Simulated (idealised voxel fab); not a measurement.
Proc. module: voxel self aligned contacts
In the cross-section labelled cut, the width is 280 nm and each square cell is 5 nm.
Heads up, the way a cross-section reads in here is a grid of square cells, handed over as bands from the top down, with every band being one or more rows of cells. In this notation a band is specified by the heights of its top and bottom, in that order and in nm, after which its materials appear from left to right, each paired with its width in nm. The word "edge to edge" attached to a single material means that material fills the band from edge to edge; the word "empty" stands for empty space. Height is counted from the level 0, under which the received wafer is composed throughout of one material. The lowest of the bands is not closed at the bottom but continues downward, in the notation "from 0 down". The expression "30..40" gives the width at the extremes of the band, the first number at its top row of cells and the second at its bottom row, with the width changing by equal amounts from each row to the next in between. Any step labelled "nothing different" changed none of the cells in the cross-section. "Trapped cavities" lists enclosed empty spaces (at least 8 cells, no open path upward to the top), each as width x height at distance from the left edge, in nm. Step line, after settings: the simulator's comment on this step. The "overlay nm" setting may appear on a step's line; for a step that uses a mask, it gives how far to the right of its planned position the mask lay, and a negative value indicates the left.
# Planned step list for the process
1 RECEIVE: material Si
2 CONFORMAL_DEP: material SiO2, thk nm 5
3 DIRECTIONAL_DEP: material polySi, thk nm 30
4 DIRECTIONAL_DEP: material SiN, thk nm 20
5 MASKED_ETCH: tone cover, mask id GATE, width nm 25, pitch nm 50, etch materials SiN, depth nm 20, overlay nm 0
6 MASKED_ETCH: tone cover, mask id GATE, width nm 25, pitch nm 50, etch materials polySi, depth nm 30, overlay nm 0
7 CONFORMAL_DEP: material SiN, thk nm 5
8 DIRECTIONAL_ETCH: etch materials SiN, depth nm 5
9 FILL_DEP: material SiO2, thk nm 20
10 CMP: height nm 65
11 PATTERN: tone open, mask id CONTACT, material resist, width nm 35, pitch nm 50, thk nm 15, overlay nm 0
12 DIRECTIONAL_ETCH: etch materials SiO2, depth nm 65
13 STRIP: etch materials resist
14 CONFORMAL_DEP: material TiN, thk nm 5
15 FILL_DEP: material W, thk nm 10
16 CMP: height nm 65
17 CONFORMAL_DEP: material SiCN, thk nm 5
# Account of the first of two wafers, which was processed as intended
# Cross-section of the wafer upon arrival, representing the state reached after step 1
from 0 down | Si edge to edge
Trapped cavities: none
# Wafer xsec, post step 2
from 5 to 0 | SiO2 edge to edge
No changes below 0.
# Wafer xsec, post step 3
from 35 to 5 | polySi edge to edge
No changes below 5.
# Wafer xsec, post step 4
from 55 to 35 | SiN edge to edge
No changes below 35.
# Wafer xsec, post step 5
from 55 to 35 | empty: 75 / SiN: 25 / empty: 25 / SiN: 25 / empty: 25 / SiN: 25 / empty: 80
No changes below 35.
# Wafer xsec, post step 6
from 55 to 35 | empty: 75 / SiN: 25 / empty: 25 / SiN: 25 / empty: 25 / SiN: 25 / empty: 80
from 35 to 5 | empty: 75 / polySi: 25 / empty: 25 / polySi: 25 / empty: 25 / polySi: 25 / empty: 80
No changes below 5.
# Wafer xsec, post step 7
from 60 to 35 | empty: 70 / SiN: 35 / empty: 15 / SiN: 35 / empty: 15 / SiN: 35 / empty: 75
from 35 to 10 | empty: 70 / SiN: 5 / polySi: 25 / SiN: 5 / empty: 15 / SiN: 5 / polySi: 25 / SiN: 5 / empty: 15 / SiN: 5 / polySi: 25 / SiN: 5 / empty: 75
from 10 to 5 | SiN: 75 / polySi: 25 / SiN: 25 / polySi: 25 / SiN: 25 / polySi: 25 / SiN: 80
No changes below 5.
# Wafer xsec, post step 8
from 55 to 35 | empty: 70 / SiN: 35 / empty: 15 / SiN: 35 / empty: 15 / SiN: 35 / empty: 75
from 35 to 5 | empty: 70 / SiN: 5 / polySi: 25 / SiN: 5 / empty: 15 / SiN: 5 / polySi: 25 / SiN: 5 / empty: 15 / SiN: 5 / polySi: 25 / SiN: 5 / empty: 75
No changes below 5.
# Wafer xsec, post step 9
from 75 to 55 | SiO2 edge to edge
from 55 to 35 | SiO2: 70 / SiN: 35 / SiO2: 15 / SiN: 35 / SiO2: 15 / SiN: 35 / SiO2: 75
from 35 to 5 | SiO2: 70 / SiN: 5 / polySi: 25 / SiN: 5 / SiO2: 15 / SiN: 5 / polySi: 25 / SiN: 5 / SiO2: 15 / SiN: 5 / polySi: 25 / SiN: 5 / SiO2: 75
No changes below 5.
# Wafer xsec, post step 10
from 65 to 55 | SiO2 edge to edge
No changes below 55.
# Wafer xsec, post step 11
from 80 to 65 | resist: 95 / empty: 35 / resist: 15 / empty: 35 / resist: 100
No changes below 65.
# Wafer xsec, post step 12
from 80 to 65 | resist: 95 / empty: 35 / resist: 15 / empty: 35 / resist: 100
from 65 to 55 | SiO2: 95 / empty: 35 / SiO2: 15 / empty: 35 / SiO2: 100
from 55 to 35 | SiO2: 70 / SiN: 35 / empty: 15 / SiN: 35 / empty: 15 / SiN: 35 / SiO2: 75
from 35 to 5 | SiO2: 70 / SiN: 5 / polySi: 25 / SiN: 5 / empty: 15 / SiN: 5 / polySi: 25 / SiN: 5 / empty: 15 / SiN: 5 / polySi: 25 / SiN: 5 / SiO2: 75
from 5 to 0 | SiO2: 105 / empty: 15 / SiO2: 35 / empty: 15 / SiO2: 110
No changes below 0.
# Wafer xsec, post step 13
from 65 to 55 | SiO2: 95 / empty: 35 / SiO2: 15 / empty: 35 / SiO2: 100
No changes below 55.
# Wafer xsec, post step 14
from 70 to 65 | TiN: 100 / empty: 25 / TiN: 25 / empty: 25 / TiN: 105
from 65 to 55 | SiO2: 95 / TiN: 5..15 / empty: 25..5 / TiN: 5..15 / SiO2: 15 / TiN: 5..15 / empty: 25..5 / TiN: 5..15 / SiO2: 100
from 55 to 35 | SiO2: 70 / SiN: 35 / TiN: 5 / empty: 5 / TiN: 5 / SiN: 35 / TiN: 5 / empty: 5 / TiN: 5 / SiN: 35 / SiO2: 75
from 35 to 5 | SiO2: 70 / SiN: 5 / polySi: 25 / SiN: 5 / TiN: 5 / empty: 5 / TiN: 5 / SiN: 5 / polySi: 25 / SiN: 5 / TiN: 5 / empty: 5 / TiN: 5 / SiN: 5 / polySi: 25 / SiN: 5 / SiO2: 75
from 5 to 0 | SiO2: 105 / TiN: 15 / SiO2: 35 / TiN: 15 / SiO2: 110
No changes below 0.
# Wafer xsec, post step 15
from 80 to 70 | W edge to edge
from 70 to 65 | TiN: 100 / W: 25 / TiN: 25 / W: 25 / TiN: 105
from 65 to 55 | SiO2: 95 / TiN: 5..15 / W: 25..5 / TiN: 5..15 / SiO2: 15 / TiN: 5..15 / W: 25..5 / TiN: 5..15 / SiO2: 100
from 55 to 35 | SiO2: 70 / SiN: 35 / TiN: 5 / W: 5 / TiN: 5 / SiN: 35 / TiN: 5 / W: 5 / TiN: 5 / SiN: 35 / SiO2: 75
from 35 to 5 | SiO2: 70 / SiN: 5 / polySi: 25 / SiN: 5 / TiN: 5 / W: 5 / TiN: 5 / SiN: 5 / polySi: 25 / SiN: 5 / TiN: 5 / W: 5 / TiN: 5 / SiN: 5 / polySi: 25 / SiN: 5 / SiO2: 75
No changes below 5.
# Wafer xsec, post step 16
from 65 to 55 | SiO2: 95 / TiN: 5..15 / W: 25..5 / TiN: 5..15 / SiO2: 15 / TiN: 5..15 / W: 25..5 / TiN: 5..15 / SiO2: 100
No changes below 55.
# Wafer xsec, post step 17
from 70 to 65 | SiCN edge to edge
No changes below 65.
# What follows concerns the second wafer, which started out like the first and was meant to follow the very same plan; one mistake crept in when it was run, but everything up to and including step 1 is the same as for the first wafer
# Cross-section of the second wafer at the time step 2 of the plan should have ended
from 30 to 0 | polySi edge to edge
No changes below 0.
# Cross-section of the second wafer at the time step 3 of the plan should have ended
from 35 to 30 | SiO2 edge to edge
No changes below 30.
# Cross-section of the second wafer at the time step 4 of the plan should have ended
from 55 to 35 | SiN edge to edge
No changes below 35.
# Cross-section of the second wafer at the time step 5 of the plan should have ended
from 55 to 35 | empty: 75 / SiN: 25 / empty: 25 / SiN: 25 / empty: 25 / SiN: 25 / empty: 80
No changes below 35.
Cross-section of the second wafer at the time step 6 of the plan should have ended: nothing different
# Cross-section of the second wafer at the time step 7 of the plan should have ended
from 60 to 40 | empty: 70 / SiN: 35 / empty: 15 / SiN: 35 / empty: 15 / SiN: 35 / empty: 75
from 40 to 35 | SiN edge to edge
No changes below 35.
# Cross-section of the second wafer at the time step 8 of the plan should have ended
from 55 to 35 | empty: 70 / SiN: 35 / empty: 15 / SiN: 35 / empty: 15 / SiN: 35 / empty: 75
No changes below 35.
# Cross-section of the second wafer at the time step 9 of the plan should have ended
from 75 to 55 | SiO2 edge to edge
from 55 to 35 | SiO2: 70 / SiN: 35 / SiO2: 15 / SiN: 35 / SiO2: 15 / SiN: 35 / SiO2: 75
No changes below 35.
# Cross-section of the second wafer at the time step 10 of the plan should have ended
from 65 to 55 | SiO2 edge to edge
No changes below 55.
# Cross-section of the second wafer at the time step 11 of the plan should have ended
from 80 to 65 | resist: 95 / empty: 35 / resist: 15 / empty: 35 / resist: 100
No changes below 65.
# Cross-section of the second wafer at the time step 12 of the plan should have ended
from 80 to 65 | resist: 95 / empty: 35 / resist: 15 / empty: 35 / resist: 100
from 65 to 55 | SiO2: 95 / empty: 35 / SiO2: 15 / empty: 35 / SiO2: 100
from 55 to 35 | SiO2: 70 / SiN: 35 / empty: 15 / SiN: 35 / empty: 15 / SiN: 35 / SiO2: 75
from 35 to 30 | SiO2: 105 / empty: 15 / SiO2: 35 / empty: 15 / SiO2: 110
No changes below 30.
# Cross-section of the second wafer at the time step 13 of the plan should have ended
from 65 to 55 | SiO2: 95 / empty: 35 / SiO2: 15 / empty: 35 / SiO2: 100
No changes below 55.
# Cross-section of the second wafer at the time step 14 of the plan should have ended
from 70 to 65 | TiN: 100 / empty: 25 / TiN: 25 / empty: 25 / TiN: 105
from 65 to 55 | SiO2: 95 / TiN: 5..15 / empty: 25..5 / TiN: 5..15 / SiO2: 15 / TiN: 5..15 / empty: 25..5 / TiN: 5..15 / SiO2: 100
from 55 to 35 | SiO2: 70 / SiN: 35 / TiN: 5 / empty: 5 / TiN: 5 / SiN: 35 / TiN: 5 / empty: 5 / TiN: 5 / SiN: 35 / SiO2: 75
from 35 to 30 | SiO2: 105 / TiN: 15 / SiO2: 35 / TiN: 15 / SiO2: 110
No changes below 30.
# Cross-section of the second wafer at the time step 15 of the plan should have ended
from 80 to 70 | W edge to edge
from 70 to 65 | TiN: 100 / W: 25 / TiN: 25 / W: 25 / TiN: 105
from 65 to 55 | SiO2: 95 / TiN: 5..15 / W: 25..5 / TiN: 5..15 / SiO2: 15 / TiN: 5..15 / W: 25..5 / TiN: 5..15 / SiO2: 100
from 55 to 35 | SiO2: 70 / SiN: 35 / TiN: 5 / W: 5 / TiN: 5 / SiN: 35 / TiN: 5 / W: 5 / TiN: 5 / SiN: 35 / SiO2: 75
No changes below 35.
# Cross-section of the second wafer at the time step 16 of the plan should have ended
from 65 to 55 | SiO2: 95 / TiN: 5..15 / W: 25..5 / TiN: 5..15 / SiO2: 15 / TiN: 5..15 / W: 25..5 / TiN: 5..15 / SiO2: 100
No changes below 55.
# Cross-section of the second wafer at the time step 17 of the plan should have ended
from 70 to 65 | SiCN edge to edge
No changes below 65.
Error vs. plan: the intended sequence of steps 2 and 3 was reversed during processing, with each occupying the position of the other
The final cell counts differ between the wafers, with the second having more or fewer of some materials than the first: 36 fewer of SiN; 174 fewer of SiO2; 24 fewer of TiN; 12 fewer of W; 246 more of polySi
